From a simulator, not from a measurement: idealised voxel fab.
The process module presented herein is designated voxel fin reveal.
Cross-section cut spans 270 nm and uses square cells 5 nm in size.
Cross-section = grid of square cells, listed top down in bands; band = one or more rows. Heads up on the band format: heights come first, top then bottom, in nm. After that it's the materials left to right, each with its width in nm. A single material flagged "full width" fills the whole band edge to edge, and "air" means there's empty space there. We count height from 0. Below that, the starting wafer is all one material. The lowest band never ends at the bottom but goes on down; see "0..down" for how that is written. So if you see something like "30->40" for the width, read it as the top row of the band sitting at the first number and the bottom row at the second, with every row in between moving by the same amount as the last. "nothing altered", as given for a step, is the statement that not any cell of the cross-section underwent a change during that step. Under "Closed internal cavities" you'll find the enclosed gaps, the ones with no way out to the top, that are 8 cells or bigger; each reads width x height at distance, with distance counted from the left edge, everything in nm. Anything after a step's settings on that line? It's the simulator's own note about the step. overlay nm: mask offset rightward from planned place, masked step; negative means leftward offset. For the reader: what remains of this document is a series of pairs, each showing a cross-section before one process step and a cross-section after that step which reaches down only to the lowest band that changed, with the step between them and its settings set out under the pair. It should not be assumed that a pair continues from the pair above it; the pairs can come from different runs of this module on the same starting wafer, and such continuity exists only where the entry headed "Pre-step cross-section" says so.
**Pre-step cross-section**
> 0..down: Si full width
> Closed internal cavities: none
**Post-Process Section**
> 10..0: SiN full width
> Lower than 0, everything is as it was.
> Closed internal cavities: none
Quick note on the step between the two cross-sections above: CONFORMAL_DEP, material SiN, thk nm 10
Pre-step cross-section: check the pair just above; its after cross-section is our before state.
**Post-Process Section**
> 10..0: 105 air  15 SiN  25 air  15 SiN  110 air
> Lower than 0, everything is as it was.
> Closed internal cavities: none
Quick note on the step between the two cross-sections above: MASKED_ETCH, tone cover, mask id FINS, width nm 15, pitch nm 40, etch materials SiN, depth nm 10, overlay nm 0
Pre-step cross-section: check the pair just above; its after cross-section is our before state.
**Post-Process Section**
> 10..0: 105 air  15 SiN  25 air  15 SiN  110 air
> 0..-30: 105 air  15 Si  25 air  15 Si  110 air
> Lower than -30, everything is as it was.
> Closed internal cavities: none
Quick note on the step between the two cross-sections above: MASKED_ETCH, tone cover, mask id FINS, width nm 15, pitch nm 40, etch materials Si, depth nm 30, overlay nm 0
Pre-step cross-section: check the pair just above; its after cross-section is our before state.
**Post-Process Section**
> 10..0: 105 air  15 SiN  25 air  15 SiN  110 air
> 0..-30: 105 air  5 SiO2  5 Si  5 SiO2  25 air  5 SiO2  5 Si  5 SiO2  110 air
> -30..-35: 110 SiO2  5 Si  35 SiO2  5 Si  115 SiO2
> Lower than -35, everything is as it was.
> Closed internal cavities: none
Quick note on the step between the two cross-sections above: OXIDIZE, depth nm 5
Pre-step cross-section: check the pair just above; its after cross-section is our before state.
**Post-Process Section**
> 15..10: SiO2 full width
> 10..0: 105 SiO2  15 SiN  25 SiO2  15 SiN  110 SiO2
> 0..-35: 110 SiO2  5 Si  35 SiO2  5 Si  115 SiO2
> Lower than -35, everything is as it was.
> Closed internal cavities: none
Quick note on the step between the two cross-sections above: FILL_DEP, material SiO2, thk nm 5
Pre-step cross-section: check the pair just above; its after cross-section is our before state.
**Post-Process Section**
> 10..0: 105 SiO2  15 SiN  25 SiO2  15 SiN  110 SiO2
> Lower than 0, everything is as it was.
> Closed internal cavities: none
Quick note on the step between the two cross-sections above: CMP, height nm 10
Pre-step cross-section: check the pair just above; its after cross-section is our before state.
**Post-Process Section**
> 10..0: 105 air  15 SiN  25 air  15 SiN  110 air
> 0..-20: 110 air  5 Si  35 air  5 Si  115 air
> Lower than -20, everything is as it was.
> Closed internal cavities: none
Quick note on the step between the two cross-sections above: SELECTIVE_ETCH, etch materials SiO2, depth nm 30
Pre-step cross-section: check the pair just above; its after cross-section is our before state.
**Post-Process Section**
> 0..-20: 110 air  5 Si  35 air  5 Si  115 air
> Lower than -20, everything is as it was.
> Closed internal cavities: none
Quick note on the step between the two cross-sections above: STRIP, etch materials SiN
Pre-step cross-section: check the pair just above; its after cross-section is our before state.
**Post-Process Section**
> 5..0: 105 air  15 HfO2  25 air  15 HfO2  110 air
> 0..-15: 105 air  5 HfO2  5 Si  5 HfO2  25 air  5 HfO2  5 Si  5 HfO2  110 air
> -15..-20: 110 HfO2  5 Si  35 HfO2  5 Si  115 HfO2
> Lower than -20, everything is as it was.
> Closed internal cavities: none
Quick note on the step between the two cross-sections above: CONFORMAL_DEP, material HfO2, thk nm 5
**Pre-step cross-section**
> 10..0: 105 air  15 SiN  25 air  15 SiN  110 air
> 0..-30: 105 air  15 Si  25 air  15 Si  110 air
> -30..down: Si full width
> Closed internal cavities: none
**Post-Process Section**
> 10..0: 105 air  15 SiN  25 air  15 SiN  110 air
> 0..-60: 105 air  15 Si  25 air  15 Si  110 air
> Lower than -60, everything is as it was.
> Closed internal cavities: none
Quick note on the step between the two cross-sections above: MASKED_ETCH, tone cover, mask id FINS, width nm 15, pitch nm 40, etch materials Si, depth nm 30, overlay nm 0
Pre-step cross-section: check the pair just above; its after cross-section is our before state.
**Post-Process Section**
> 10..0: 105 air  15 SiN  25 air  15 SiN  110 air
> 0..-60: 105 air  5 SiO2  5 Si  5 SiO2  25 air  5 SiO2  5 Si  5 SiO2  110 air
> -60..-65: 110 SiO2  5 Si  35 SiO2  5 Si  115 SiO2
> Lower than -65, everything is as it was.
> Closed internal cavities: none
Quick note on the step between the two cross-sections above: OXIDIZE, depth nm 5
Pre-step cross-section: check the pair just above; its after cross-section is our before state.
**Post-Process Section**
> 15..10: SiO2 full width
> 10..0: 105 SiO2  15 SiN  25 SiO2  15 SiN  110 SiO2
> 0..-65: 110 SiO2  5 Si  35 SiO2  5 Si  115 SiO2
> Lower than -65, everything is as it was.
> Closed internal cavities: none
Quick note on the step between the two cross-sections above: FILL_DEP, material SiO2, thk nm 5
Pre-step cross-section: check the pair just above; its after cross-section is our before state.
**Post-Process Section**
> 10..0: 105 SiO2  15 SiN  25 SiO2  15 SiN  110 SiO2
> Lower than 0, everything is as it was.
> Closed internal cavities: none
Quick note on the step between the two cross-sections above: CMP, height nm 10
Pre-step cross-section: check the pair just above; its after cross-section is our before state.
**Post-Process Section**
> 10..0: 105 air  15 SiN  25 air  15 SiN  110 air
> 0..-20: 110 air  5 Si  35 air  5 Si  115 air
> Lower than -20, everything is as it was.
> Closed internal cavities: none
Quick note on the step between the two cross-sections above: SELECTIVE_ETCH, etch materials SiO2, depth nm 30
Pre-step cross-section: check the pair just above; its after cross-section is our before state.
**Post-Process Section**
> 0..-20: 110 air  5 Si  35 air  5 Si  115 air
> Lower than -20, everything is as it was.
> Closed internal cavities: none
Quick note on the step between the two cross-sections above: STRIP, etch materials SiN
Pre-step cross-section: check the pair just above; its after cross-section is our before state.
**Post-Process Section**
> 5..0: 105 air  15 HfO2  25 air  15 HfO2  110 air
> 0..-15: 105 air  5 HfO2  5 Si  5 HfO2  25 air  5 HfO2  5 Si  5 HfO2  110 air
> -15..-20: 110 HfO2  5 Si  35 HfO2  5 Si  115 HfO2
> Lower than -20, everything is as it was.
> Closed internal cavities: none
Quick note on the step between the two cross-sections above: CONFORMAL_DEP, material HfO2, thk nm 5
**Pre-step cross-section**
> 10..0: 105 SiO2  15 SiN  25 SiO2  15 SiN  110 SiO2
> 0..-35: 110 SiO2  5 Si  35 SiO2  5 Si  115 SiO2
> -35..down: Si full width
> Closed internal cavities: none
**Post-Process Section**
> 10..0: 105 SiO2  15 air  25 SiO2  15 air  110 SiO2
> Lower than 0, everything is as it was.
> Closed internal cavities: none
Quick note on the step between the two cross-sections above: STRIP, etch materials SiN
Pre-step cross-section: check the pair just above; its after cross-section is our before state.
**Post-Process Section**
> 0..-20: 110 air  5 Si  35 air  5 Si  115 air
> -20..-30: 75 SiO2  35 air  5 Si  35 air  5 Si  35 air  80 SiO2
> Lower than -30, everything is as it was.
> Closed internal cavities: none
Quick note on the step between the two cross-sections above: SELECTIVE_ETCH, etch materials SiO2, depth nm 30
Pre-step cross-section: check the pair just above; its after cross-section is our before state.
**Post-Process Section**
> 5..0: 105 air  15 HfO2  25 air  15 HfO2  110 air
> 0..-15: 105 air  5 HfO2  5 Si  5 HfO2  25 air  5 HfO2  5 Si  5 HfO2  110 air
> -15..-20: 80 HfO2  25 air  5 HfO2  5 Si  5 HfO2  25 air  5 HfO2  5 Si  5 HfO2  25 air  85 HfO2
> -20..-25: 75 SiO2  5 HfO2  25 air  5 HfO2  5 Si  5 HfO2  25 air  5 HfO2  5 Si  5 HfO2  25 air  5 HfO2  80 SiO2
> -25..-30: 75 SiO2  35 HfO2  5 Si  35 HfO2  5 Si  35 HfO2  80 SiO2
> Lower than -30, everything is as it was.
> Closed internal cavities: none
Quick note on the step between the two cross-sections above: CONFORMAL_DEP, material HfO2, thk nm 5
**Pre-step cross-section**
> 0..-20: 110 air  5 Si  35 air  5 Si  115 air
> -20..-35: 110 SiO2  5 Si  35 SiO2  5 Si  115 SiO2
> -35..down: Si full width
> Closed internal cavities: none
**Post-Process Section**
> 15..0: 95 air  35 HfO2  5 air  35 HfO2  100 air
> 0..-5: 95 air  15 HfO2  5 Si  15 HfO2  5 air  15 HfO2  5 Si  15 HfO2  100 air
> -5..-20: 110 HfO2  5 Si  35 HfO2  5 Si  115 HfO2
> Lower than -20, everything is as it was.
> Closed internal cavities: none
Quick note on the step between the two cross-sections above: CONFORMAL_DEP, material HfO2, thk nm 15
**Pre-step cross-section**
> 10..0: SiN full width
> 0..down: Si full width
> Closed internal cavities: none
**Post-Process Section**
> 10..0: 100 air  25 SiN  15 air  25 SiN  105 air
> Lower than 0, everything is as it was.
> Closed internal cavities: none
Quick note on the step between the two cross-sections above: MASKED_ETCH, tone cover, mask id FINS, width nm 25, pitch nm 40, etch materials SiN, depth nm 10, overlay nm 0
Pre-step cross-section: check the pair just above; its after cross-section is our before state.
**Post-Process Section**
> 10..0: 100 air  25 SiN  15 air  25 SiN  105 air
> 0..-30: 100 air  25 Si  15 air  25 Si  105 air
> Lower than -30, everything is as it was.
> Closed internal cavities: none
Quick note on the step between the two cross-sections above: MASKED_ETCH, tone cover, mask id FINS, width nm 15, pitch nm 40, etch materials Si, depth nm 30, overlay nm 0
Pre-step cross-section: check the pair just above; its after cross-section is our before state.
**Post-Process Section**
> 10..0: 100 air  25 SiN  15 air  25 SiN  105 air
> 0..-30: 100 air  5 SiO2  15 Si  5 SiO2  15 air  5 SiO2  15 Si  5 SiO2  105 air
> -30..-35: 105 SiO2  15 Si  25 SiO2  15 Si  110 SiO2
> Lower than -35, everything is as it was.
> Closed internal cavities: none
Quick note on the step between the two cross-sections above: OXIDIZE, depth nm 5
Pre-step cross-section: check the pair just above; its after cross-section is our before state.
**Post-Process Section**
> 15..10: SiO2 full width
> 10..0: 100 SiO2  25 SiN  15 SiO2  25 SiN  105 SiO2
> 0..-35: 105 SiO2  15 Si  25 SiO2  15 Si  110 SiO2
> Lower than -35, everything is as it was.
> Closed internal cavities: none
Quick note on the step between the two cross-sections above: FILL_DEP, material SiO2, thk nm 5
Pre-step cross-section: check the pair just above; its after cross-section is our before state.
**Post-Process Section**
> 10..0: 100 SiO2  25 SiN  15 SiO2  25 SiN  105 SiO2
> Lower than 0, everything is as it was.
> Closed internal cavities: none
Quick note on the step between the two cross-sections above: CMP, height nm 10
Pre-step cross-section: check the pair just above; its after cross-section is our before state.
**Post-Process Section**
> 10..0: 100 air  25 SiN  15 air  25 SiN  105 air
> 0..-20: 105 air  15 Si  25 air  15 Si  110 air
> Lower than -20, everything is as it was.
> Closed internal cavities: none
Quick note on the step between the two cross-sections above: SELECTIVE_ETCH, etch materials SiO2, depth nm 30
Pre-step cross-section: check the pair just above; its after cross-section is our before state.
**Post-Process Section**
> 0..-20: 105 air  15 Si  25 air  15 Si  110 air
> Lower than -20, everything is as it was.
> Closed internal cavities: none
Quick note on the step between the two cross-sections above: STRIP, etch materials SiN
Pre-step cross-section: check the pair just above; its after cross-section is our before state.
**Post-Process Section**
> 5..0: 100 air  25 HfO2  15 air  25 HfO2  105 air
> 0..-15: 100 air  5 HfO2  15 Si  5 HfO2  15 air  5 HfO2  15 Si  5 HfO2  105 air
> -15..-20: 105 HfO2  15 Si  25 HfO2  15 Si  110 HfO2
> Lower than -20, everything is as it was.
> Closed internal cavities: none
Quick note on the step between the two cross-sections above: CONFORMAL_DEP, material HfO2, thk nm 5
**Pre-step cross-section**
> 10..0: SiN full width
> 0..down: Si full width
> Closed internal cavities: none
**Post-Process Section**
> 10..0: 115 air  15 SiN  25 air  15 SiN  100 air
> Lower than 0, everything is as it was.
> Closed internal cavities: none
Quick note on the step between the two cross-sections above: MASKED_ETCH, tone cover, mask id FINS, width nm 15, pitch nm 40, etch materials SiN, depth nm 10, overlay nm 10
Pre-step cross-section: check the pair just above; its after cross-section is our before state.
**Post-Process Section**
> 10..0: 115 air  15 SiN  25 air  15 SiN  100 air
> 0..-30: 105 air  25 Si  15 air  25 Si  100 air
> Lower than -30, everything is as it was.
> Closed internal cavities: none
Quick note on the step between the two cross-sections above: MASKED_ETCH, tone cover, mask id FINS, width nm 15, pitch nm 40, etch materials Si, depth nm 30, overlay nm 0
Pre-step cross-section: check the pair just above; its after cross-section is our before state.
**Post-Process Section**
> 10..0: 115 air  15 SiN  25 air  15 SiN  100 air
> 0..-5: 105 air  15 SiO2  5 Si  5 SiO2  15 air  15 SiO2  5 Si  5 SiO2  100 air
> -5..-30: 105 air  5 SiO2  15 Si  5 SiO2  15 air  5 SiO2  15 Si  5 SiO2  100 air
> -30..-35: 110 SiO2  15 Si  25 SiO2  15 Si  105 SiO2
> Lower than -35, everything is as it was.
> Closed internal cavities: none
Quick note on the step between the two cross-sections above: OXIDIZE, depth nm 5
Pre-step cross-section: check the pair just above; its after cross-section is our before state.
**Post-Process Section**
> 15..10: SiO2 full width
> 10..0: 115 SiO2  15 SiN  25 SiO2  15 SiN  100 SiO2
> 0..-5: 120 SiO2  5 Si  35 SiO2  5 Si  105 SiO2
> -5..-35: 110 SiO2  15 Si  25 SiO2  15 Si  105 SiO2
> Lower than -35, everything is as it was.
> Closed internal cavities: none
Quick note on the step between the two cross-sections above: FILL_DEP, material SiO2, thk nm 5
Pre-step cross-section: check the pair just above; its after cross-section is our before state.
**Post-Process Section**
> 10..0: 115 SiO2  15 SiN  25 SiO2  15 SiN  100 SiO2
> Lower than 0, everything is as it was.
> Closed internal cavities: none
Quick note on the step between the two cross-sections above: CMP, height nm 10
Pre-step cross-section: check the pair just above; its after cross-section is our before state.
**Post-Process Section**
> 10..0: 115 air  15 SiN  25 air  15 SiN  100 air
> 0..-5: 120 air  5 Si  35 air  5 Si  105 air
> -5..-20: 110 air  15 Si  25 air  15 Si  105 air
> Lower than -20, everything is as it was.
> Closed internal cavities: none
Quick note on the step between the two cross-sections above: SELECTIVE_ETCH, etch materials SiO2, depth nm 30
Pre-step cross-section: check the pair just above; its after cross-section is our before state.
**Post-Process Section**
> 0..-5: 120 air  5 Si  35 air  5 Si  105 air
> Lower than -5, everything is as it was.
> Closed internal cavities: none
Quick note on the step between the two cross-sections above: STRIP, etch materials SiN
Pre-step cross-section: check the pair just above; its after cross-section is our before state.
**Post-Process Section**
> 5..0: 115 air  15 HfO2  25 air  15 HfO2  100 air
> 0..-5: 105 air  15 HfO2  5 Si  5 HfO2  15 air  15 HfO2  5 Si  5 HfO2  100 air
> -5..-15: 105 air  5 HfO2  15 Si  5 HfO2  15 air  5 HfO2  15 Si  5 HfO2  100 air
> -15..-20: 110 HfO2  15 Si  25 HfO2  15 Si  105 HfO2
> Lower than -20, everything is as it was.
> Closed internal cavities: none
Quick note on the step between the two cross-sections above: CONFORMAL_DEP, material HfO2, thk nm 5
**Pre-step cross-section**
> 10..0: 105 air  15 SiN  25 air  15 SiN  110 air
> 0..-20: 110 air  5 Si  35 air  5 Si  115 air
> -20..-35: 110 SiO2  5 Si  35 SiO2  5 Si  115 SiO2
> -35..down: Si full width
> Closed internal cavities: none
**Post-Process Section**
> 10..0: 105 air  15 SiN  25 air  15 SiN  110 air
> 0..-35: 110 air  5 Si  35 air  5 Si  115 air
> Lower than -35, everything is as it was.
> Closed internal cavities: none
Quick note on the step between the two cross-sections above: STRIP, etch materials SiO2
Pre-step cross-section: check the pair just above; its after cross-section is our before state.
**Post-Process Section**
> 15..10: 100 air  25 HfO2  15 air  25 HfO2  105 air
> 10..0: 100 air  5 HfO2  15 SiN  5 HfO2  15 air  5 HfO2  15 SiN  5 HfO2  105 air
> 0..-5: 100 air  10 HfO2  5 Si  10 HfO2  15 air  10 HfO2  5 Si  10 HfO2  105 air
> -5..-30: 105 air  5 HfO2  5 Si  5 HfO2  25 air  5 HfO2  5 Si  5 HfO2  110 air
> -30..-35: 110 HfO2  5 Si  35 HfO2  5 Si  115 HfO2
> Lower than -35, everything is as it was.
> Closed internal cavities: none
Quick note on the step between the two cross-sections above: CONFORMAL_DEP, material HfO2, thk nm 5
**Pre-step cross-section**
> 10..0: SiN full width
> 0..down: Si full width
> Closed internal cavities: none
**Post-Process Section**
> 10..0: 105 SiN  15 air  25 SiN  15 air  110 SiN
> Lower than 0, everything is as it was.
> Closed internal cavities: none
Quick note on the step between the two cross-sections above: MASKED_ETCH, tone open, mask id FINS, width nm 15, pitch nm 40, etch materials SiN, depth nm 10, overlay nm 0
Pre-step cross-section: check the pair just above; its after cross-section is our before state.
**Post-Process Section**
> 10..0: 105 SiN  15 air  25 SiN  15 air  110 SiN
> 0..-5: 100 Si  25 SiO2  15 Si  25 SiO2  105 Si
> Lower than -5, everything is as it was.
> Closed internal cavities: none
Quick note on the step between the two cross-sections above: OXIDIZE, depth nm 5
Pre-step cross-section: check the pair just above; its after cross-section is our before state.
**Post-Process Section**
> 15..10: SiO2 full width
> 10..0: 105 SiN  15 SiO2  25 SiN  15 SiO2  110 SiN
> Lower than 0, everything is as it was.
> Closed internal cavities: none
Quick note on the step between the two cross-sections above: FILL_DEP, material SiO2, thk nm 5
Pre-step cross-section: check the pair just above; its after cross-section is our before state.
**Post-Process Section**
> 10..0: 105 SiN  15 SiO2  25 SiN  15 SiO2  110 SiN
> Lower than 0, everything is as it was.
> Closed internal cavities: none
Quick note on the step between the two cross-sections above: CMP, height nm 10
Pre-step cross-section: check the pair just above; its after cross-section is our before state.
**Post-Process Section**
> 10..0: 105 SiN  15 air  25 SiN  15 air  110 SiN
> 0..-5: 100 Si  25 air  15 Si  25 air  105 Si
> Lower than -5, everything is as it was.
> Closed internal cavities: none
Quick note on the step between the two cross-sections above: SELECTIVE_ETCH, etch materials SiO2, depth nm 30
Pre-step cross-section: check the pair just above; its after cross-section is our before state.
**Post-Process Section**
> 0..-5: 100 Si  25 air  15 Si  25 air  105 Si
> Lower than -5, everything is as it was.
> Closed internal cavities: none
Quick note on the step between the two cross-sections above: STRIP, etch materials SiN
Pre-step cross-section: check the pair just above; its after cross-section is our before state.
**Post-Process Section**
> 5..0: 105 HfO2  15 air  25 HfO2  15 air  110 HfO2
> 0..-5: 100 Si  25 HfO2  15 Si  25 HfO2  105 Si
> Lower than -5, everything is as it was.
> Closed internal cavities: none
Quick note on the step between the two cross-sections above: CONFORMAL_DEP, material HfO2, thk nm 5
